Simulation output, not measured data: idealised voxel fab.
process module | voxel wiring stack
cross-section cut | 140 nm wide | cells 5 nm
A cross-section is a grid of square cells, given in bands from the top down. A band is one or more rows of cells.
Each band's line starts with the height of the band's top and of its bottom, in nm. Then come its materials from left to right, each with its width in nm. One material with "throughout" fills the band from edge to edge. "air" is empty space.
Height 0 is the level under which the wafer as received is all one material. The lowest band goes on downwards, as in "0 down".
A width such as "30 to 40" changes by the same amount from each row of cells to the next, from the band's top row to its bottom row.
"no change" after a step means that no cell of the cross-section changed.
closed voids: empty space of 8 cells or more with no open way to the top, each as width x height at its distance from the left edge, in nm
after a step's settings: what the simulator itself notes on the step
overlay nm, on a step with a mask: how far to the right of its planned place the mask lay; to the left if negative
plan
1 op RECEIVE | material Si
2 op CONFORMAL_DEP | material SiO2 | thk nm 10
3 op CONFORMAL_DEP | material SiCN | thk nm 5
4 op DIRECTIONAL_DEP | material SiO2 | thk nm 25
5 op MASKED_ETCH | tone open | mask id METAL_1 | width nm 20 | pitch nm 35 | etch materials SiO2 | depth nm 25 | overlay nm 0
6 op MASKED_ETCH | tone open | mask id METAL_1 | width nm 20 | pitch nm 35 | etch materials SiCN | depth nm 5 | overlay nm 0
7 op CONFORMAL_DEP | material TiN | thk nm 5
8 op FILL_DEP | material W | thk nm 10
9 op CMP | height nm 40
10 op EPI | material Ru | thk nm 5
11 op FILL_DEP | material SiCN | thk nm 5
12 op DIRECTIONAL_DEP | material lowk | thk nm 10
13 op PATTERN | tone open | mask id PLUG_1 | material resist | width nm 15 | pitch nm 70 | thk nm 20 | overlay nm 0
14 op DIRECTIONAL_ETCH | etch materials lowk | depth nm 10
15 op DIRECTIONAL_ETCH | etch materials SiCN | depth nm 5
16 op STRIP | etch materials resist
17 op CONFORMAL_DEP | material TiN | thk nm 5
18 op FILL_DEP | material W | thk nm 5
19 op CMP | height nm 60
20 op DIRECTIONAL_DEP | material TiN | thk nm 5
21 op DIRECTIONAL_DEP | material Ru | thk nm 20
22 op MASKED_ETCH | tone cover | mask id METAL_2 | width nm 20 | pitch nm 35 | etch materials Ru | depth nm 20 | overlay nm 0
23 op MASKED_ETCH | tone cover | mask id METAL_2 | width nm 20 | pitch nm 35 | etch materials TiN | depth nm 5 | overlay nm 0
24 op CONFORMAL_DEP | material SiN | thk nm 5
25 op FILL_DEP | material lowk | thk nm 10
26 op CMP | height nm 85
27 op CONFORMAL_DEP | material SiCN | thk nm 5
28 op DIRECTIONAL_DEP | material SiO2 | thk nm 35
29 op PATTERN | tone open | mask id METAL_3 | material resist | width nm 20 | pitch nm 35 | thk nm 15 | overlay nm 0
30 op DIRECTIONAL_ETCH | etch materials SiO2 | depth nm 20
31 op STRIP | etch materials resist
32 op PATTERN | tone open | mask id METAL_3_HOLES | material resist | width nm 15 | pitch nm 35 | thk nm 15 | overlay nm 0
33 op DIRECTIONAL_ETCH | etch materials SiO2 | depth nm 15
34 op DIRECTIONAL_ETCH | etch materials SiCN | depth nm 5
35 op STRIP | etch materials resist
36 op CONFORMAL_DEP | material TiN | thk nm 5
37 op FILL_DEP | material Cu | thk nm 10
38 op CMP | height nm 125
39 op CONFORMAL_DEP | material SiN | thk nm 5
varied across the wafers: width nm of step 13. The plan shows the first wafer's value. All wafers start alike
first wafer as received, after step 1
  0 down: Si throughout
  closed voids: none
first wafer at the end, after step 39
  130 to 125: SiN throughout
  125 to 110: SiO2 25 | TiN 5 | Cu 10 | TiN 5 | SiO2 15 | TiN 5 | Cu 10 | TiN 5 | SiO2 15 | TiN 5 | Cu 10 | TiN 5 | SiO2 25
  110 to 105: SiO2 25 | TiN 5 | Cu 5 | TiN 10 | SiO2 15 | TiN 5 | Cu 5 | TiN 10 | SiO2 15 | TiN 5 | Cu 5 | TiN 10 | SiO2 25
  105 to 90: SiO2 25 | TiN 5 | Cu 5 | TiN 5 | SiO2 20 | TiN 5 | Cu 5 | TiN 5 | SiO2 20 | TiN 5 | Cu 5 | TiN 5 | SiO2 30
  90 to 85: SiCN 25 | TiN 15 | SiCN 20 | TiN 15 | SiCN 20 | TiN 15 | SiCN 30
  85 to 65: lowk 20 | SiN 5 | Ru 20 | SiN 5 | lowk 5 | SiN 5 | Ru 20 | SiN 5 | lowk 5 | SiN 5 | Ru 20 | SiN 5 | lowk 20
  65 to 60: SiN 25 | TiN 20 | SiN 15 | TiN 20 | SiN 15 | TiN 20 | SiN 25
  60 to 50: lowk 25 | TiN 5 | W 5 | TiN 5 | lowk 55 | TiN 5 | W 5 | TiN 5 | lowk 30
  50 to 45: SiCN 25 | TiN 15 | SiCN 55 | TiN 15 | SiCN 30
  45 to 40: SiCN 20 | Ru 30 | SiCN 5 | Ru 30 | SiCN 5 | Ru 30 | SiCN 20
  40 to 15: SiO2 25 | TiN 5 | W 10 | TiN 5 | SiO2 15 | TiN 5 | W 10 | TiN 5 | SiO2 15 | TiN 5 | W 10 | TiN 5 | SiO2 25
  15 to 10: SiCN 25 | TiN 20 | SiCN 15 | TiN 20 | SiCN 15 | TiN 20 | SiCN 25
  10 to 0: SiO2 throughout
  0 down: Si throughout
  closed voids: none
last wafer at the end
  130 to 125: SiN throughout
  125 to 110: SiO2 25 | TiN 5 | Cu 10 | TiN 5 | SiO2 15 | TiN 5 | Cu 10 | TiN 5 | SiO2 15 | TiN 5 | Cu 10 | TiN 5 | SiO2 25
  110 to 105: SiO2 25 | TiN 5 | Cu 5 | TiN 10 | SiO2 15 | TiN 5 | Cu 5 | TiN 10 | SiO2 15 | TiN 5 | Cu 5 | TiN 10 | SiO2 25
  105 to 90: SiO2 25 | TiN 5 | Cu 5 | TiN 5 | SiO2 20 | TiN 5 | Cu 5 | TiN 5 | SiO2 20 | TiN 5 | Cu 5 | TiN 5 | SiO2 30
  90 to 85: SiCN 25 | TiN 15 | SiCN 20 | TiN 15 | SiCN 20 | TiN 15 | SiCN 30
  85 to 65: lowk 20 | SiN 5 | Ru 20 | SiN 5 | lowk 5 | SiN 5 | Ru 20 | SiN 5 | lowk 5 | SiN 5 | Ru 20 | SiN 5 | lowk 20
  65 to 60: SiN 25 | TiN 20 | SiN 15 | TiN 20 | SiN 15 | TiN 20 | SiN 25
  60 to 50: lowk 20 | TiN 5 | W 20 | TiN 5 | lowk 40 | TiN 5 | W 20 | TiN 5 | lowk 20
  50 to 45: SiCN 20 | TiN 30 | SiCN 40 | TiN 30 | SiCN 20
  45 to 40: SiCN 20 | Ru 30 | SiCN 5 | Ru 30 | SiCN 5 | Ru 30 | SiCN 20
  40 to 15: SiO2 25 | TiN 5 | W 10 | TiN 5 | SiO2 15 | TiN 5 | W 10 | TiN 5 | SiO2 15 | TiN 5 | W 10 | TiN 5 | SiO2 25
  15 to 10: SiCN 25 | TiN 20 | SiCN 15 | TiN 20 | SiCN 15 | TiN 20 | SiCN 25
  10 to 0: SiO2 throughout
  0 down: Si throughout
  closed voids: none
each wafer at the end: cells of each material gained (+) or lost (-) since it was received, then its closed voids
width nm 15 | +30 Cu | +66 Ru | +67 SiCN | +68 SiN | +257 SiO2 | +122 TiN | +34 W | +84 lowk | closed voids: none
width nm 20 | +30 Cu | +66 Ru | +65 SiCN | +68 SiN | +257 SiO2 | +124 TiN | +38 W | +80 lowk | closed voids: none
width nm 25 | +30 Cu | +66 Ru | +63 SiCN | +68 SiN | +257 SiO2 | +126 TiN | +42 W | +76 lowk | closed voids: none
width nm 30 | +30 Cu | +66 Ru | +61 SiCN | +68 SiN | +257 SiO2 | +128 TiN | +46 W | +72 lowk | closed voids: none
